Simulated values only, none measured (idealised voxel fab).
process module | voxel capacitor over wiring
cross-section cut | 300 nm wide | cells 5 nm
A cross-section is a grid of square cells, given in bands from the top down. A band is one or more rows of cells.
Each band's line starts with the height of the band's top and of its bottom, in nm. Then come its materials from left to right, each with its width in nm. One material with "throughout" fills the band from edge to edge. "air" is empty space.
Height 0 is the level under which the wafer as received is all one material. The lowest band goes on downwards, as in "0 down".
A width such as "30 to 40" changes by the same amount from each row of cells to the next, from the band's top row to its bottom row.
"no change" after a step means that no cell of the cross-section changed.
closed voids: empty space of 8 cells or more with no open way to the top, each as width x height at its distance from the left edge, in nm
after a step's settings: what the simulator itself notes on the step
overlay nm, on a step with a mask: how far to the right of its planned place the mask lay; to the left if negative
Each pair below shows a cross-section before one step and the cross-section after it, down to the lowest band that changed. The line under each pair gives the step between them, with its settings. The pairs can come from different runs of this module on the same starting wafer, so a pair continues from the pair above only where its "before" says so.
before
  0 down: Si throughout
  closed voids: none
after
  10 to 0: SiO2 throughout
  below 0: unchanged
  closed voids: none
the step between: op CONFORMAL_DEP | material SiO2 | thk nm 10
before: the cross-section after the pair above
after
  15 to 10: TiN throughout
  below 10: unchanged
  closed voids: none
the step between: op DIRECTIONAL_DEP | material TiN | thk nm 5
before: the cross-section after the pair above
after
  35 to 15: W throughout
  below 15: unchanged
  closed voids: none
the step between: op DIRECTIONAL_DEP | material W | thk nm 20
before: the cross-section after the pair above
after
  45 to 35: aC throughout
  below 35: unchanged
  closed voids: none
the step between: op DIRECTIONAL_DEP | material aC | thk nm 10
before: the cross-section after the pair above
after
  75 to 45: air 95 | resist 20 | air 65 | resist 20 | air 100
  below 45: unchanged
  closed voids: none
the step between: op PATTERN | tone cover | mask id METAL_1 | material resist | width nm 20 | pitch nm 85 | thk nm 30 | overlay nm 0
before: the cross-section after the pair above
after
  65 to 45: air 95 | resist 20 | air 65 | resist 20 | air 100
  45 to 35: air 95 | aC 20 | air 65 | aC 20 | air 100
  below 35: unchanged
  closed voids: none
the step between: op DIRECTIONAL_ETCH | etch materials aC | depth nm 10
before: the cross-section after the pair above
after
  45 to 35: air 95 | aC 20 | air 65 | aC 20 | air 100
  below 35: unchanged
  closed voids: none
the step between: op STRIP | etch materials resist
before: the cross-section after the pair above
after
  45 to 35: air 95 | aC 20 | air 65 | aC 20 | air 100
  35 to 15: air 95 | W 20 | air 65 | W 20 | air 100
  below 15: unchanged
  closed voids: none
the step between: op DIRECTIONAL_ETCH | etch materials W | depth nm 20
before: the cross-section after the pair above
after
  45 to 35: air 95 | aC 20 | air 65 | aC 20 | air 100
  35 to 15: air 95 | W 20 | air 65 | W 20 | air 100
  15 to 10: air 95 | TiN 20 | air 65 | TiN 20 | air 100
  below 10: unchanged
  closed voids: none
the step between: op DIRECTIONAL_ETCH | etch materials TiN | depth nm 5
before: the cross-section after the pair above
after
  35 to 15: air 95 | W 20 | air 65 | W 20 | air 100
  below 15: unchanged
  closed voids: none
the step between: op STRIP | etch materials aC
before: the cross-section after the pair above
after
  40 to 35: air 90 | SiN 30 | air 55 | SiN 30 | air 95
  35 to 15: air 90 | SiN 5 | W 20 | SiN 5 | air 55 | SiN 5 | W 20 | SiN 5 | air 95
  15 to 10: SiN 95 | TiN 20 | SiN 65 | TiN 20 | SiN 100
  below 10: unchanged
  closed voids: none
the step between: op CONFORMAL_DEP | material SiN | thk nm 5
before: the cross-section after the pair above
after
  50 to 40: lowk throughout
  40 to 35: lowk 90 | SiN 30 | lowk 55 | SiN 30 | lowk 95
  35 to 15: lowk 90 | SiN 5 | W 20 | SiN 5 | lowk 55 | SiN 5 | W 20 | SiN 5 | lowk 95
  below 15: unchanged
  closed voids: none
the step between: op FILL_DEP | material lowk | thk nm 10
before: the cross-section after the pair above
after
  35 to 15: lowk 90 | SiN 5 | W 20 | SiN 5 | lowk 55 | SiN 5 | W 20 | SiN 5 | lowk 95
  below 15: unchanged
  closed voids: none
the step between: op CMP | height nm 35
before: the cross-section after the pair above
after
  40 to 35: SiCN throughout
  below 35: unchanged
  closed voids: none
the step between: op CONFORMAL_DEP | material SiCN | thk nm 5
before: the cross-section after the pair above
after
  60 to 40: SiO2 throughout
  below 40: unchanged
  closed voids: none
the step between: op DIRECTIONAL_DEP | material SiO2 | thk nm 20
before: the cross-section after the pair above
after
  60 to 40: SiO2 100 | air 15 | SiO2 185
  below 40: unchanged
  closed voids: none
the step between: op MASKED_ETCH | tone open | mask id PLUG_1 | width nm 15 | etch materials SiO2 | depth nm 20 | overlay nm 0
before: the cross-section after the pair above
after
  60 to 40: SiO2 100 | air 15 | SiO2 185
  40 to 35: SiCN 100 | air 15 | SiCN 185
  below 35: unchanged
  closed voids: none
the step between: op MASKED_ETCH | tone open | mask id PLUG_1 | width nm 15 | etch materials SiCN | depth nm 5 | overlay nm 0
before: the cross-section after the pair above
after
  65 to 60: TiN 105 | air 5 | TiN 190
  60 to 40: SiO2 100 | TiN 5 | air 5 | TiN 5 | SiO2 185
  40 to 35: SiCN 100 | TiN 15 | SiCN 185
  below 35: unchanged
  closed voids: none
the step between: op CONFORMAL_DEP | material TiN | thk nm 5
before: the cross-section after the pair above
after
  70 to 65: Cu throughout
  65 to 60: TiN 105 | Cu 5 | TiN 190
  60 to 40: SiO2 100 | TiN 5 | Cu 5 | TiN 5 | SiO2 185
  below 40: unchanged
  closed voids: none
the step between: op FILL_DEP | material Cu | thk nm 5
before: the cross-section after the pair above
after
  60 to 40: SiO2 100 | TiN 5 | Cu 5 | TiN 5 | SiO2 185
  below 40: unchanged
  closed voids: none
the step between: op CMP | height nm 60
before: the cross-section after the pair above
after
  65 to 60: TiN throughout
  below 60: unchanged
  closed voids: none
the step between: op DIRECTIONAL_DEP | material TiN | thk nm 5
before: the cross-section after the pair above
after
  70 to 65: Al2O3 throughout
  below 65: unchanged
  closed voids: none
the step between: op DIRECTIONAL_DEP | material Al2O3 | thk nm 5
before: the cross-section after the pair above
after
  80 to 70: TiN throughout
  below 70: unchanged
  closed voids: none
the step between: op DIRECTIONAL_DEP | material TiN | thk nm 10
before: the cross-section after the pair above
after
  95 to 80: aC throughout
  below 80: unchanged
  closed voids: none
the step between: op DIRECTIONAL_DEP | material aC | thk nm 15
before: the cross-section after the pair above
after
  130 to 95: air 100 | resist 70 | air 130
  below 95: unchanged
  closed voids: none
the step between: op PATTERN | tone cover | mask id UPPER_PLATE | material resist | width nm 70 | thk nm 35 | overlay nm 0
before: the cross-section after the pair above
after
  115 to 95: air 100 | resist 70 | air 130
  95 to 80: air 100 | aC 70 | air 130
  below 80: unchanged
  closed voids: none
the step between: op DIRECTIONAL_ETCH | etch materials aC | depth nm 15
before: the cross-section after the pair above
after
  95 to 80: air 100 | aC 70 | air 130
  below 80: unchanged
  closed voids: none
the step between: op STRIP | etch materials resist
before: the cross-section after the pair above
after
  95 to 80: air 100 | aC 70 | air 130
  80 to 70: air 100 | TiN 70 | air 130
  below 70: unchanged
  closed voids: none
the step between: op DIRECTIONAL_ETCH | etch materials TiN | depth nm 10
before: the cross-section after the pair above
after
  95 to 80: air 100 | aC 70 | air 130
  80 to 70: air 100 | TiN 70 | air 130
  70 to 65: air 100 | Al2O3 70 | air 130
  below 65: unchanged
  closed voids: none
the step between: op DIRECTIONAL_ETCH | etch materials Al2O3 | depth nm 5
before: the cross-section after the pair above
after
  80 to 70: air 100 | TiN 70 | air 130
  below 70: unchanged
  closed voids: none
the step between: op STRIP | etch materials aC
before: the cross-section after the pair above
after
  90 to 80: air 100 | aC 70 | air 130
  80 to 75: air 100 | TiN 70 | air 130
  75 to 70: aC 100 | TiN 70 | aC 130
  70 to 65: aC 100 | Al2O3 70 | aC 130
  below 65: unchanged
  closed voids: none
the step between: op DIRECTIONAL_DEP | material aC | thk nm 10
before: the cross-section after the pair above
after
  120 to 90: air 95 | resist 80 | air 125
  90 to 80: air 95 | resist 5 | aC 70 | resist 5 | air 125
  80 to 75: air 95 | resist 5 | TiN 70 | resist 5 | air 125
  below 75: unchanged
  closed voids: none
the step between: op PATTERN | tone cover | mask id LOWER_PLATE | material resist | width nm 80 | thk nm 30 | overlay nm 0
before: the cross-section after the pair above
after
  110 to 90: air 95 | resist 80 | air 125
  90 to 80: air 95 | resist 5 | aC 70 | resist 5 | air 125
  80 to 75: air 95 | resist 5 | TiN 70 | resist 5 | air 125
  75 to 70: air 95 | aC 5 | TiN 70 | aC 5 | air 125
  70 to 65: air 95 | aC 5 | Al2O3 70 | aC 5 | air 125
  below 65: unchanged
  closed voids: none
the step between: op DIRECTIONAL_ETCH | etch materials aC | depth nm 10
before: the cross-section after the pair above
after
  90 to 80: air 100 | aC 70 | air 130
  80 to 75: air 100 | TiN 70 | air 130
  below 75: unchanged
  closed voids: none
the step between: op STRIP | etch materials resist
before: the cross-section after the pair above
after
  90 to 80: air 100 | aC 70 | air 130
  80 to 75: air 100 | TiN 70 | air 130
  75 to 70: air 95 | aC 5 | TiN 70 | aC 5 | air 125
  70 to 65: air 95 | aC 5 | Al2O3 70 | aC 5 | air 125
  65 to 60: air 95 | TiN 80 | air 125
  below 60: unchanged
  closed voids: none
the step between: op DIRECTIONAL_ETCH | etch materials TiN | depth nm 5
before: the cross-section after the pair above
after
  80 to 70: air 100 | TiN 70 | air 130
  70 to 65: air 100 | Al2O3 70 | air 130
  below 65: unchanged
  closed voids: none
the step between: op STRIP | etch materials aC
before: the cross-section after the pair above
after
  95 to 80: SiO2 throughout
  80 to 70: SiO2 100 | TiN 70 | SiO2 130
  70 to 65: SiO2 100 | Al2O3 70 | SiO2 130
  65 to 60: SiO2 95 | TiN 80 | SiO2 125
  below 60: unchanged
  closed voids: none
the step between: op FILL_DEP | material SiO2 | thk nm 15
before: the cross-section after the pair above
after
  90 to 80: SiO2 throughout
  below 80: unchanged
  closed voids: none
the step between: op CMP | height nm 90
before: the cross-section after the pair above
after
  110 to 90: resist 110 | air 15 | resist 175
  below 90: unchanged
  closed voids: none
the step between: op PATTERN | tone open | mask id PLUG_2 | material resist | width nm 15 | thk nm 20 | overlay nm 0
before: the cross-section after the pair above
after
  110 to 90: resist 110 | air 15 | resist 175
  90 to 80: SiO2 110 | air 15 | SiO2 175
  below 80: unchanged
  closed voids: none
the step between: op DIRECTIONAL_ETCH | etch materials SiO2 | depth nm 10
before: the cross-section after the pair above
after
  90 to 80: SiO2 110 | air 15 | SiO2 175
  below 80: unchanged
  closed voids: none
the step between: op STRIP | etch materials resist
before: the cross-section after the pair above
after
  95 to 90: TiN 115 | air 5 | TiN 180
  90 to 85: SiO2 110 | TiN 5 | air 5 | TiN 5 | SiO2 175
  85 to 80: SiO2 110 | TiN 15 | SiO2 175
  below 80: unchanged
  closed voids: none
the step between: op CONFORMAL_DEP | material TiN | thk nm 5
before: the cross-section after the pair above
after
  100 to 95: Ru throughout
  95 to 90: TiN 115 | Ru 5 | TiN 180
  90 to 85: SiO2 110 | TiN 5 | Ru 5 | TiN 5 | SiO2 175
  below 85: unchanged
  closed voids: none
the step between: op FILL_DEP | material Ru | thk nm 5
before: the cross-section after the pair above
after
  90 to 85: SiO2 110 | TiN 5 | Ru 5 | TiN 5 | SiO2 175
  below 85: unchanged
  closed voids: none
the step between: op CMP | height nm 90
before: the cross-section after the pair above
after
  95 to 90: SiN throughout
  below 90: unchanged
  closed voids: none
the step between: op CONFORMAL_DEP | material SiN | thk nm 5
before
  50 to 40: lowk throughout
  40 to 35: lowk 90 | SiN 30 | lowk 55 | SiN 30 | lowk 95
  35 to 15: lowk 90 | SiN 5 | W 20 | SiN 5 | lowk 55 | SiN 5 | W 20 | SiN 5 | lowk 95
  15 to 10: SiN 95 | TiN 20 | SiN 65 | TiN 20 | SiN 100
  10 to 0: SiO2 throughout
  0 down: Si throughout
  closed voids: none
after
  55 to 50: SiCN throughout
  below 50: unchanged
  closed voids: none
the step between: op CONFORMAL_DEP | material SiCN | thk nm 5
before: the cross-section after the pair above
after
  75 to 55: SiO2 throughout
  below 55: unchanged
  closed voids: none
the step between: op DIRECTIONAL_DEP | material SiO2 | thk nm 20
before: the cross-section after the pair above
after
  75 to 55: SiO2 100 | air 15 | SiO2 185
  below 55: unchanged
  closed voids: none
the step between: op MASKED_ETCH | tone open | mask id PLUG_1 | width nm 15 | etch materials SiO2 | depth nm 20 | overlay nm 0
before: the cross-section after the pair above
after
  75 to 55: SiO2 100 | air 15 | SiO2 185
  55 to 50: SiCN 100 | air 15 | SiCN 185
  below 50: unchanged
  closed voids: none
the step between: op MASKED_ETCH | tone open | mask id PLUG_1 | width nm 15 | etch materials SiCN | depth nm 5 | overlay nm 0
before: the cross-section after the pair above
after
  80 to 75: TiN 105 | air 5 | TiN 190
  75 to 55: SiO2 100 | TiN 5 | air 5 | TiN 5 | SiO2 185
  55 to 50: SiCN 100 | TiN 15 | SiCN 185
  below 50: unchanged
  closed voids: none
the step between: op CONFORMAL_DEP | material TiN | thk nm 5
before: the cross-section after the pair above
after
  85 to 80: Cu throughout
  80 to 75: TiN 105 | Cu 5 | TiN 190
  75 to 55: SiO2 100 | TiN 5 | Cu 5 | TiN 5 | SiO2 185
  below 55: unchanged
  closed voids: none
the step between: op FILL_DEP | material Cu | thk nm 5
before: the cross-section after the pair above
after
  60 to 55: SiO2 100 | TiN 5 | Cu 5 | TiN 5 | SiO2 185
  below 55: unchanged
  closed voids: none
the step between: op CMP | height nm 60
before: the cross-section after the pair above
after
  65 to 60: TiN throughout
  below 60: unchanged
  closed voids: none
the step between: op DIRECTIONAL_DEP | material TiN | thk nm 5
before: the cross-section after the pair above
after
  70 to 65: Al2O3 throughout
  below 65: unchanged
  closed voids: none
the step between: op DIRECTIONAL_DEP | material Al2O3 | thk nm 5
before: the cross-section after the pair above
after
  80 to 70: TiN throughout
  below 70: unchanged
  closed voids: none
the step between: op DIRECTIONAL_DEP | material TiN | thk nm 10
before: the cross-section after the pair above
after
  95 to 80: aC throughout
  below 80: unchanged
  closed voids: none
the step between: op DIRECTIONAL_DEP | material aC | thk nm 15
before: the cross-section after the pair above
after
  130 to 95: air 100 | resist 70 | air 130
  below 95: unchanged
  closed voids: none
the step between: op PATTERN | tone cover | mask id UPPER_PLATE | material resist | width nm 70 | thk nm 35 | overlay nm 0
before: the cross-section after the pair above
after
  115 to 95: air 100 | resist 70 | air 130
  95 to 80: air 100 | aC 70 | air 130
  below 80: unchanged
  closed voids: none
the step between: op DIRECTIONAL_ETCH | etch materials aC | depth nm 15
before: the cross-section after the pair above
after
  95 to 80: air 100 | aC 70 | air 130
  below 80: unchanged
  closed voids: none
the step between: op STRIP | etch materials resist
before: the cross-section after the pair above
after
  95 to 80: air 100 | aC 70 | air 130
  80 to 70: air 100 | TiN 70 | air 130
  below 70: unchanged
  closed voids: none
the step between: op DIRECTIONAL_ETCH | etch materials TiN | depth nm 10
before: the cross-section after the pair above
after
  95 to 80: air 100 | aC 70 | air 130
  80 to 70: air 100 | TiN 70 | air 130
  70 to 65: air 100 | Al2O3 70 | air 130
  below 65: unchanged
  closed voids: none
the step between: op DIRECTIONAL_ETCH | etch materials Al2O3 | depth nm 5
before: the cross-section after the pair above
after
  80 to 70: air 100 | TiN 70 | air 130
  below 70: unchanged
  closed voids: none
the step between: op STRIP | etch materials aC
before: the cross-section after the pair above
after
  90 to 80: air 100 | aC 70 | air 130
  80 to 75: air 100 | TiN 70 | air 130
  75 to 70: aC 100 | TiN 70 | aC 130
  70 to 65: aC 100 | Al2O3 70 | aC 130
  below 65: unchanged
  closed voids: none
the step between: op DIRECTIONAL_DEP | material aC | thk nm 10
before: the cross-section after the pair above
after
  120 to 90: air 95 | resist 80 | air 125
  90 to 80: air 95 | resist 5 | aC 70 | resist 5 | air 125
  80 to 75: air 95 | resist 5 | TiN 70 | resist 5 | air 125
  below 75: unchanged
  closed voids: none
the step between: op PATTERN | tone cover | mask id LOWER_PLATE | material resist | width nm 80 | thk nm 30 | overlay nm 0
before: the cross-section after the pair above
after
  110 to 90: air 95 | resist 80 | air 125
  90 to 80: air 95 | resist 5 | aC 70 | resist 5 | air 125
  80 to 75: air 95 | resist 5 | TiN 70 | resist 5 | air 125
  75 to 70: air 95 | aC 5 | TiN 70 | aC 5 | air 125
  70 to 65: air 95 | aC 5 | Al2O3 70 | aC 5 | air 125
  below 65: unchanged
  closed voids: none
the step between: op DIRECTIONAL_ETCH | etch materials aC | depth nm 10
before: the cross-section after the pair above
after
  90 to 80: air 100 | aC 70 | air 130
  80 to 75: air 100 | TiN 70 | air 130
  below 75: unchanged
  closed voids: none
the step between: op STRIP | etch materials resist
before: the cross-section after the pair above
after
  90 to 80: air 100 | aC 70 | air 130
  80 to 75: air 100 | TiN 70 | air 130
  75 to 70: air 95 | aC 5 | TiN 70 | aC 5 | air 125
  70 to 65: air 95 | aC 5 | Al2O3 70 | aC 5 | air 125
  65 to 60: air 95 | TiN 80 | air 125
  below 60: unchanged
  closed voids: none
the step between: op DIRECTIONAL_ETCH | etch materials TiN | depth nm 5
before: the cross-section after the pair above
after
  80 to 70: air 100 | TiN 70 | air 130
  70 to 65: air 100 | Al2O3 70 | air 130
  below 65: unchanged
  closed voids: none
the step between: op STRIP | etch materials aC
before: the cross-section after the pair above
after
  95 to 80: SiO2 throughout
  80 to 70: SiO2 100 | TiN 70 | SiO2 130
  70 to 65: SiO2 100 | Al2O3 70 | SiO2 130
  65 to 60: SiO2 95 | TiN 80 | SiO2 125
  below 60: unchanged
  closed voids: none
the step between: op FILL_DEP | material SiO2 | thk nm 15
before: the cross-section after the pair above
after
  90 to 80: SiO2 throughout
  below 80: unchanged
  closed voids: none
the step between: op CMP | height nm 90
before: the cross-section after the pair above
after
  110 to 90: resist 110 | air 15 | resist 175
  below 90: unchanged
  closed voids: none
the step between: op PATTERN | tone open | mask id PLUG_2 | material resist | width nm 15 | thk nm 20 | overlay nm 0
before: the cross-section after the pair above
after
  110 to 90: resist 110 | air 15 | resist 175
  90 to 80: SiO2 110 | air 15 | SiO2 175
  below 80: unchanged
  closed voids: none
the step between: op DIRECTIONAL_ETCH | etch materials SiO2 | depth nm 10
before: the cross-section after the pair above
after
  90 to 80: SiO2 110 | air 15 | SiO2 175
  below 80: unchanged
  closed voids: none
the step between: op STRIP | etch materials resist
before: the cross-section after the pair above
after
  95 to 90: TiN 115 | air 5 | TiN 180
  90 to 85: SiO2 110 | TiN 5 | air 5 | TiN 5 | SiO2 175
  85 to 80: SiO2 110 | TiN 15 | SiO2 175
  below 80: unchanged
  closed voids: none
the step between: op CONFORMAL_DEP | material TiN | thk nm 5
before: the cross-section after the pair above
after
  100 to 95: Ru throughout
  95 to 90: TiN 115 | Ru 5 | TiN 180
  90 to 85: SiO2 110 | TiN 5 | Ru 5 | TiN 5 | SiO2 175
  below 85: unchanged
  closed voids: none
the step between: op FILL_DEP | material Ru | thk nm 5
before: the cross-section after the pair above
after
  90 to 85: SiO2 110 | TiN 5 | Ru 5 | TiN 5 | SiO2 175
  below 85: unchanged
  closed voids: none
the step between: op CMP | height nm 90
before: the cross-section after the pair above
after
  95 to 90: SiN throughout
  below 90: unchanged
  closed voids: none
the step between: op CONFORMAL_DEP | material SiN | thk nm 5
before
  0 down: Si throughout
  closed voids: none
after
  5 to 0: TiN throughout
  below 0: unchanged
  closed voids: none
the step between: op DIRECTIONAL_DEP | material TiN | thk nm 5
before: the cross-section after the pair above
after
  15 to 5: SiO2 throughout
  below 5: unchanged
  closed voids: none
the step between: op CONFORMAL_DEP | material SiO2 | thk nm 10
before: the cross-section after the pair above
after
  35 to 15: W throughout
  below 15: unchanged
  closed voids: none
the step between: op DIRECTIONAL_DEP | material W | thk nm 20
before: the cross-section after the pair above
after
  45 to 35: aC throughout
  below 35: unchanged
  closed voids: none
the step between: op DIRECTIONAL_DEP | material aC | thk nm 10
before: the cross-section after the pair above
after
  75 to 45: air 95 | resist 20 | air 65 | resist 20 | air 100
  below 45: unchanged
  closed voids: none
the step between: op PATTERN | tone cover | mask id METAL_1 | material resist | width nm 20 | pitch nm 85 | thk nm 30 | overlay nm 0
before: the cross-section after the pair above
after
  65 to 45: air 95 | resist 20 | air 65 | resist 20 | air 100
  45 to 35: air 95 | aC 20 | air 65 | aC 20 | air 100
  below 35: unchanged
  closed voids: none
the step between: op DIRECTIONAL_ETCH | etch materials aC | depth nm 10
before: the cross-section after the pair above
after
  45 to 35: air 95 | aC 20 | air 65 | aC 20 | air 100
  below 35: unchanged
  closed voids: none
the step between: op STRIP | etch materials resist
before: the cross-section after the pair above
after
  45 to 35: air 95 | aC 20 | air 65 | aC 20 | air 100
  35 to 15: air 95 | W 20 | air 65 | W 20 | air 100
  below 15: unchanged
  closed voids: none
the step between: op DIRECTIONAL_ETCH | etch materials W | depth nm 20
before: the cross-section after the pair above
after
  35 to 15: air 95 | W 20 | air 65 | W 20 | air 100
  below 15: unchanged
  closed voids: none
the step between: op STRIP | etch materials aC
before: the cross-section after the pair above
after
  40 to 35: air 90 | SiN 30 | air 55 | SiN 30 | air 95
  35 to 20: air 90 | SiN 5 | W 20 | SiN 5 | air 55 | SiN 5 | W 20 | SiN 5 | air 95
  20 to 15: SiN 95 | W 20 | SiN 65 | W 20 | SiN 100
  below 15: unchanged
  closed voids: none
the step between: op CONFORMAL_DEP | material SiN | thk nm 5
before: the cross-section after the pair above
after
  50 to 40: lowk throughout
  40 to 35: lowk 90 | SiN 30 | lowk 55 | SiN 30 | lowk 95
  35 to 20: lowk 90 | SiN 5 | W 20 | SiN 5 | lowk 55 | SiN 5 | W 20 | SiN 5 | lowk 95
  below 20: unchanged
  closed voids: none
the step between: op FILL_DEP | material lowk | thk nm 10
before: the cross-section after the pair above
after
  35 to 20: lowk 90 | SiN 5 | W 20 | SiN 5 | lowk 55 | SiN 5 | W 20 | SiN 5 | lowk 95
  below 20: unchanged
  closed voids: none
the step between: op CMP | height nm 35
before: the cross-section after the pair above
after
  40 to 35: SiCN throughout
  below 35: unchanged
  closed voids: none
the step between: op CONFORMAL_DEP | material SiCN | thk nm 5
before: the cross-section after the pair above
after
  60 to 40: SiO2 throughout
  below 40: unchanged
  closed voids: none
the step between: op DIRECTIONAL_DEP | material SiO2 | thk nm 20
before: the cross-section after the pair above
after
  60 to 40: SiO2 100 | air 15 | SiO2 185
  below 40: unchanged
  closed voids: none
the step between: op MASKED_ETCH | tone open | mask id PLUG_1 | width nm 15 | etch materials SiO2 | depth nm 20 | overlay nm 0
before: the cross-section after the pair above
after
  60 to 40: SiO2 100 | air 15 | SiO2 185
  40 to 35: SiCN 100 | air 15 | SiCN 185
  below 35: unchanged
  closed voids: none
the step between: op MASKED_ETCH | tone open | mask id PLUG_1 | width nm 15 | etch materials SiCN | depth nm 5 | overlay nm 0
before: the cross-section after the pair above
after
  65 to 60: TiN 105 | air 5 | TiN 190
  60 to 40: SiO2 100 | TiN 5 | air 5 | TiN 5 | SiO2 185
  40 to 35: SiCN 100 | TiN 15 | SiCN 185
  below 35: unchanged
  closed voids: none
the step between: op CONFORMAL_DEP | material TiN | thk nm 5
before: the cross-section after the pair above
after
  70 to 65: Cu throughout
  65 to 60: TiN 105 | Cu 5 | TiN 190
  60 to 40: SiO2 100 | TiN 5 | Cu 5 | TiN 5 | SiO2 185
  below 40: unchanged
  closed voids: none
the step between: op FILL_DEP | material Cu | thk nm 5
before: the cross-section after the pair above
after
  60 to 40: SiO2 100 | TiN 5 | Cu 5 | TiN 5 | SiO2 185
  below 40: unchanged
  closed voids: none
the step between: op CMP | height nm 60
before: the cross-section after the pair above
after
  65 to 60: TiN throughout
  below 60: unchanged
  closed voids: none
the step between: op DIRECTIONAL_DEP | material TiN | thk nm 5
before: the cross-section after the pair above
after
  70 to 65: Al2O3 throughout
  below 65: unchanged
  closed voids: none
the step between: op DIRECTIONAL_DEP | material Al2O3 | thk nm 5
before: the cross-section after the pair above
after
  80 to 70: TiN throughout
  below 70: unchanged
  closed voids: none
the step between: op DIRECTIONAL_DEP | material TiN | thk nm 10
before: the cross-section after the pair above
after
  95 to 80: aC throughout
  below 80: unchanged
  closed voids: none
the step between: op DIRECTIONAL_DEP | material aC | thk nm 15
before: the cross-section after the pair above
after
  130 to 95: air 100 | resist 70 | air 130
  below 95: unchanged
  closed voids: none
the step between: op PATTERN | tone cover | mask id UPPER_PLATE | material resist | width nm 70 | thk nm 35 | overlay nm 0
before: the cross-section after the pair above
after
  115 to 95: air 100 | resist 70 | air 130
  95 to 80: air 100 | aC 70 | air 130
  below 80: unchanged
  closed voids: none
the step between: op DIRECTIONAL_ETCH | etch materials aC | depth nm 15
before: the cross-section after the pair above
after
  95 to 80: air 100 | aC 70 | air 130
  below 80: unchanged
  closed voids: none
the step between: op STRIP | etch materials resist
before: the cross-section after the pair above
after
  95 to 80: air 100 | aC 70 | air 130
  80 to 70: air 100 | TiN 70 | air 130
  below 70: unchanged
  closed voids: none
the step between: op DIRECTIONAL_ETCH | etch materials TiN | depth nm 10
before: the cross-section after the pair above
after
  95 to 80: air 100 | aC 70 | air 130
  80 to 70: air 100 | TiN 70 | air 130
  70 to 65: air 100 | Al2O3 70 | air 130
  below 65: unchanged
  closed voids: none
the step between: op DIRECTIONAL_ETCH | etch materials Al2O3 | depth nm 5
before: the cross-section after the pair above
after
  80 to 70: air 100 | TiN 70 | air 130
  below 70: unchanged
  closed voids: none
the step between: op STRIP | etch materials aC
before: the cross-section after the pair above
after
  90 to 80: air 100 | aC 70 | air 130
  80 to 75: air 100 | TiN 70 | air 130
  75 to 70: aC 100 | TiN 70 | aC 130
  70 to 65: aC 100 | Al2O3 70 | aC 130
  below 65: unchanged
  closed voids: none
the step between: op DIRECTIONAL_DEP | material aC | thk nm 10
before: the cross-section after the pair above
after
  120 to 90: air 95 | resist 80 | air 125
  90 to 80: air 95 | resist 5 | aC 70 | resist 5 | air 125
  80 to 75: air 95 | resist 5 | TiN 70 | resist 5 | air 125
  below 75: unchanged
  closed voids: none
the step between: op PATTERN | tone cover | mask id LOWER_PLATE | material resist | width nm 80 | thk nm 30 | overlay nm 0
before: the cross-section after the pair above
after
  110 to 90: air 95 | resist 80 | air 125
  90 to 80: air 95 | resist 5 | aC 70 | resist 5 | air 125
  80 to 75: air 95 | resist 5 | TiN 70 | resist 5 | air 125
  75 to 70: air 95 | aC 5 | TiN 70 | aC 5 | air 125
  70 to 65: air 95 | aC 5 | Al2O3 70 | aC 5 | air 125
  below 65: unchanged
  closed voids: none
the step between: op DIRECTIONAL_ETCH | etch materials aC | depth nm 10
before: the cross-section after the pair above
after
  90 to 80: air 100 | aC 70 | air 130
  80 to 75: air 100 | TiN 70 | air 130
  below 75: unchanged
  closed voids: none
the step between: op STRIP | etch materials resist
before: the cross-section after the pair above
after
  90 to 80: air 100 | aC 70 | air 130
  80 to 75: air 100 | TiN 70 | air 130
  75 to 70: air 95 | aC 5 | TiN 70 | aC 5 | air 125
  70 to 65: air 95 | aC 5 | Al2O3 70 | aC 5 | air 125
  65 to 60: air 95 | TiN 80 | air 125
  below 60: unchanged
  closed voids: none
the step between: op DIRECTIONAL_ETCH | etch materials TiN | depth nm 5
before: the cross-section after the pair above
after
  80 to 70: air 100 | TiN 70 | air 130
  70 to 65: air 100 | Al2O3 70 | air 130
  below 65: unchanged
  closed voids: none
the step between: op STRIP | etch materials aC
before: the cross-section after the pair above
after
  95 to 80: SiO2 throughout
  80 to 70: SiO2 100 | TiN 70 | SiO2 130
  70 to 65: SiO2 100 | Al2O3 70 | SiO2 130
  65 to 60: SiO2 95 | TiN 80 | SiO2 125
  below 60: unchanged
  closed voids: none
the step between: op FILL_DEP | material SiO2 | thk nm 15
before: the cross-section after the pair above
after
  90 to 80: SiO2 throughout
  below 80: unchanged
  closed voids: none
the step between: op CMP | height nm 90
before: the cross-section after the pair above
after
  110 to 90: resist 110 | air 15 | resist 175
  below 90: unchanged
  closed voids: none
the step between: op PATTERN | tone open | mask id PLUG_2 | material resist | width nm 15 | thk nm 20 | overlay nm 0
before: the cross-section after the pair above
after
  110 to 90: resist 110 | air 15 | resist 175
  90 to 80: SiO2 110 | air 15 | SiO2 175
  below 80: unchanged
  closed voids: none
the step between: op DIRECTIONAL_ETCH | etch materials SiO2 | depth nm 10
before: the cross-section after the pair above
after
  90 to 80: SiO2 110 | air 15 | SiO2 175
  below 80: unchanged
  closed voids: none
the step between: op STRIP | etch materials resist
before: the cross-section after the pair above
after
  95 to 90: TiN 115 | air 5 | TiN 180
  90 to 85: SiO2 110 | TiN 5 | air 5 | TiN 5 | SiO2 175
  85 to 80: SiO2 110 | TiN 15 | SiO2 175
  below 80: unchanged
  closed voids: none
the step between: op CONFORMAL_DEP | material TiN | thk nm 5
before: the cross-section after the pair above
after
  100 to 95: Ru throughout
  95 to 90: TiN 115 | Ru 5 | TiN 180
  90 to 85: SiO2 110 | TiN 5 | Ru 5 | TiN 5 | SiO2 175
  below 85: unchanged
  closed voids: none
the step between: op FILL_DEP | material Ru | thk nm 5
before: the cross-section after the pair above
after
  90 to 85: SiO2 110 | TiN 5 | Ru 5 | TiN 5 | SiO2 175
  below 85: unchanged
  closed voids: none
the step between: op CMP | height nm 90
before: the cross-section after the pair above
after
  95 to 90: SiN throughout
  below 90: unchanged
  closed voids: none
the step between: op CONFORMAL_DEP | material SiN | thk nm 5
before
  50 to 40: lowk throughout
  40 to 35: lowk 90 | SiN 30 | lowk 55 | SiN 30 | lowk 95
  35 to 15: lowk 90 | SiN 5 | W 20 | SiN 5 | lowk 55 | SiN 5 | W 20 | SiN 5 | lowk 95
  15 to 10: SiN 95 | TiN 20 | SiN 65 | TiN 20 | SiN 100
  10 to 0: SiO2 throughout
  0 down: Si throughout
  closed voids: none
after
  25 to 15: lowk 90 | SiN 5 | W 20 | SiN 5 | lowk 55 | SiN 5 | W 20 | SiN 5 | lowk 95
  below 15: unchanged
  closed voids: none
the step between: op CMP | height nm 25
before: the cross-section after the pair above
after
  30 to 25: SiCN throughout
  below 25: unchanged
  closed voids: none
the step between: op CONFORMAL_DEP | material SiCN | thk nm 5
before: the cross-section after the pair above
after
  50 to 30: SiO2 throughout
  below 30: unchanged
  closed voids: none
the step between: op DIRECTIONAL_DEP | material SiO2 | thk nm 20
before: the cross-section after the pair above
after
  50 to 30: SiO2 100 | air 15 | SiO2 185
  below 30: unchanged
  closed voids: none
the step between: op MASKED_ETCH | tone open | mask id PLUG_1 | width nm 15 | etch materials SiO2 | depth nm 20 | overlay nm 0
